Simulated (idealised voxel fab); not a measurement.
Process module name: voxel trench capacitor
Pictured: cross-section cut, 280 nm wide, on a grid of 5 nm square cells.
We lay out every cross-section as a grid of square cells and spell it out in bands from the top down, where one band means one or more rows of cells. Read a band's entry like this: the first values are the height of its top and the height of its bottom in nm, and what follows is the sequence of materials from left to right, each with its width in nm. Note that "empty" is empty space, and that a single material marked "full width" reaches across the band from edge to edge. Heights are reckoned from 0. Under this level, the received wafer is all of one material. The bottommost band is open-ended downward, for example "0 nm and below". When a width is written as two numbers, as in "30->40", the first number is the width in the top row of cells of the band and the second is the width in its bottom row, and the width changes by the same amount from each row to the next. The designation "all unchanged", where it is given for a processing step, indicates that no cell of the cross-section was altered in the course of that step. In "Sealed voids" the enclosed voids are listed, meaning empty spaces of 8 cells or larger without any opening to the top. The form is width x height at distance, distance from the left edge, units nm. Past the settings on a step's line: simulator remark, on that step. overlay nm: where the mask lay relative to plan, measured to the right, on steps with a mask; negatives go left.
Steps in the process plan:
| 1 | RECEIVE [material Si] |
| 2 | CONFORMAL_DEP [material SiN] [thk nm 10] |
| 3 | MASKED_ETCH [tone open] [mask id TRENCH] [width nm 15] [pitch nm 55] [etch materials SiN] [depth nm 10] [overlay nm 0] |
| 4 | MASKED_ETCH [tone open] [mask id TRENCH] [width nm 25] [pitch nm 55] [etch materials Si] [depth nm 30] [overlay nm 0] |
| 5 | CONFORMAL_DEP [material SiO2] [thk nm 5] |
| 6 | FILL_DEP [material polySi] [thk nm 5] |
| 7 | CMP [height nm 10] |
The plan's step 3 width nm is the first wafer's value; the wafers differ in this setting and start identical.
First wafer of several, as received: cross-section after step 1:
    0 nm and below: Si full width
    Sealed voids: none
Cross-sectional representation of the first of several wafers at the end of the module, i.e. after its terminal step, step 7:
    10 nm to 0 nm: SiN=50; SiO2=5; polySi=5; SiO2=5; SiN=40; SiO2=5; polySi=5; SiO2=5; SiN=40; SiO2=5; polySi=5; SiO2=5; SiN=40; SiO2=5; polySi=5; SiO2=5; SiN=50
    0 nm to -25 nm: Si=50; SiO2=5; polySi=5; SiO2=5; Si=40; SiO2=5; polySi=5; SiO2=5; Si=40; SiO2=5; polySi=5; SiO2=5; Si=40; SiO2=5; polySi=5; SiO2=5; Si=50
    -25 nm to -30 nm: Si=50; SiO2=15; Si=40; SiO2=15; Si=40; SiO2=15; Si=40; SiO2=15; Si=50
    -30 nm and below: Si full width
    Sealed voids: none
Cross-sectional depiction of the last of several wafers upon completion of the module:
    10 nm to 0 nm: SiN=40; SiO2=5->10; polySi=30->15; SiO2=5->15; SiN=15; SiO2=5->10; polySi=30->15; SiO2=5->15; SiN=15; SiO2=5->10; polySi=30->15; SiO2=5->15; SiN=15; SiO2=5->10; polySi=30->15; SiO2=5->15; SiN=35
    0 nm to -25 nm: Si=45; SiO2=5; polySi=15; SiO2=5; Si=30; SiO2=5; polySi=15; SiO2=5; Si=30; SiO2=5; polySi=15; SiO2=5; Si=30; SiO2=5; polySi=15; SiO2=5; Si=45
    -25 nm to -30 nm: Si=45; SiO2=25; Si=30; SiO2=25; Si=30; SiO2=25; Si=30; SiO2=25; Si=45
    -30 nm and below: Si full width
    Sealed voids: none
Every row in this table is a wafer at the end of the module, and it gives, for each of the materials, the cells that wafer has gained (+) or lost (-) since it was received, then its closed voids:
width nm 15, -72 Si, +88 SiN, +68 SiO2, +28 polySi, Sealed voids: none
width nm 20, -96 Si, +80 SiN, +72 SiO2, +56 polySi, Sealed voids: none
width nm 25, -120 Si, +72 SiN, +76 SiO2, +84 polySi, Sealed voids: none
width nm 30, -120 Si, +64 SiN, +80 SiO2, +88 polySi, Sealed voids: none
width nm 35, -120 Si, +56 SiN, +84 SiO2, +92 polySi, Sealed voids: none
width nm 40, -120 Si, +48 SiN, +88 SiO2, +96 polySi, Sealed voids: none
